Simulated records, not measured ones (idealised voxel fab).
The following is a process module called voxel released beams.
The figure presents cross-section cut, which has a width of 205 nm and is divided into square cells with an edge length of 5 nm.
Cross-sections here: square-cell grids, written as top-down lists of bands, a band being one or more rows of cells.
Band: top and bottom heights (nm) first, top before bottom; then materials from left to right, widths in nm. "everywhere" marks a sole material filling the band edge to edge. "air" denotes empty space.
Beneath 0, the wafer as received is one material, and that level is where height counting begins. The lowest band goes on downward without a bottom; it is written like "top 0, no bottom".
Graded width ("30 to 40"): value in top row of band = first number; value in bottom row = second number; row-to-row change constant.
Step marked "left unchanged"? Then no cell in the cross-section changed in it.
In "Enclosed internal cavities" the enclosed voids are listed, meaning empty spaces of 8 cells or larger without any opening to the top. The form is width x height at distance, distance from the left edge, units nm.
Anything after a step's settings on that line? It's the simulator's own note about the step.
"overlay nm" answers the question of how far to the right of plan the mask lay on a step that has a mask, and when it is negative the answer is to the left.

The planned process steps are enumerated hereunder
| 1 | RECEIVE | material Si |
| 2 | CONFORMAL_DEP | material SiN | thk nm 5 |
| 3 | DIRECTIONAL_DEP | material SiO2 | thk nm 20 |
| 4 | MASKED_ETCH | tone open | mask id ANCHOR | width nm 45 | etch materials SiO2 | depth nm 10 | overlay nm 0 |
| 5 | CONFORMAL_DEP | material W | thk nm 15 |
| 6 | DIRECTIONAL_DEP | material aC | thk nm 15 |
| 7 | PATTERN | tone cover | mask id BEAM | material resist | width nm 120 | thk nm 35 | overlay nm 0 |
| 8 | DIRECTIONAL_ETCH | etch materials aC | depth nm 15 |
| 9 | STRIP | etch materials resist |
| 10 | DIRECTIONAL_ETCH | etch materials W | depth nm 15 |
| 11 | STRIP | etch materials aC |
| 12 | STRIP | etch materials SiO2 |
Same starting wafers, different depth nm at step 4. Plan value belongs to the first wafer.

Incoming state of the first of several wafers in cross-section: after step 1
  top 0, no bottom = Si everywhere
  Enclosed internal cavities: none

Table: wafers, a row each; end-of-module cell change per material since receipt, gain (+), loss (-); then closed voids
depth nm 10, +41 SiN, Enclosed internal cavities: none
depth nm 15, +41 SiN, Enclosed internal cavities: none
depth nm 20, +41 SiN, +96 W, Enclosed internal cavities: none
depth nm 25, +41 SiN, +96 W, Enclosed internal cavities: none
depth nm 30, +41 SiN, +96 W, Enclosed internal cavities: none
depth nm 35, +41 SiN, +96 W, Enclosed internal cavities: none
